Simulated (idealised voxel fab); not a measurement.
The name of this process module is voxel quadruple lines.
In the cross-section labelled cut, the width is 140 nm and each square cell is 5 nm.
Cross-section layout: square cells on a grid; listed as bands, top to bottom; a band spans one or more cell rows.
Top height, bottom height, nm. Materials left to right, width each, nm. Single material + "edge to edge" = fills band edge to edge. "air" = empty.
We count height from 0. Below that, the starting wafer is all one material. The lowest band never ends at the bottom but goes on down; see "0..down" for how that is written.
Width spec "30->40" -> top row of cells at first value, bottom row at second value, equal per-row change in between.
"remains unaltered" after a step means that no cell of the cross-section changed.
If an empty space has no open way to the top and is at least 8 cells in size, "Voids, sealed" lists it, written width x height at distance, where distance is measured from the left edge and every value is in nm.
What comes after the settings on a step's line is commentary from the simulator itself on that step.
Each step line may optionally specify "overlay nm", which for a step with a mask gives the rightward distance between the mask's planned place and where it lay, a negative value indicating the leftward direction.
[Process steps (planned)]
step 1: RECEIVE: material Si
step 2: CONFORMAL_DEP: material Al2O3, thk nm 5
step 3: DIRECTIONAL_DEP: material Ru, thk nm 10
step 4: DIRECTIONAL_DEP: material polySi, thk nm 20
step 5: DIRECTIONAL_DEP: material aC, thk nm 25
step 6: PATTERN: tone cover, mask id MANDREL, material resist, width nm 30, thk nm 35, overlay nm 0
step 7: DIRECTIONAL_ETCH: etch materials aC, depth nm 25
step 8: STRIP: etch materials resist
step 9: CONFORMAL_DEP: material SiO2, thk nm 10
step 10: DIRECTIONAL_ETCH: etch materials SiO2, depth nm 10
step 11: STRIP: etch materials aC
step 12: DIRECTIONAL_ETCH: etch materials polySi, depth nm 20
step 13: STRIP: etch materials SiO2
step 14: CONFORMAL_DEP: material SiN, thk nm 10
step 15: DIRECTIONAL_ETCH: etch materials SiN, depth nm 10
step 16: STRIP: etch materials polySi
step 17: DIRECTIONAL_ETCH: etch materials Ru, depth nm 10
step 18: STRIP: etch materials SiN
step 19: FILL_DEP: material SiO2, thk nm 10
step 20: CMP: height nm 15
[So this is the incoming wafer in cross-section - it's already been through step 1]
0..down = Si edge to edge
Voids, sealed: none
[Same starting wafer, same plan as above, one mistake in the execution; this is the cross-section at the end of the module]
5..0 = Al2O3 edge to edge
0..down = Si edge to edge
Voids, sealed: none
The mistake made against the process plan was this: note that step 20 departed from the planned setting and was carried out as CMP: height nm 5
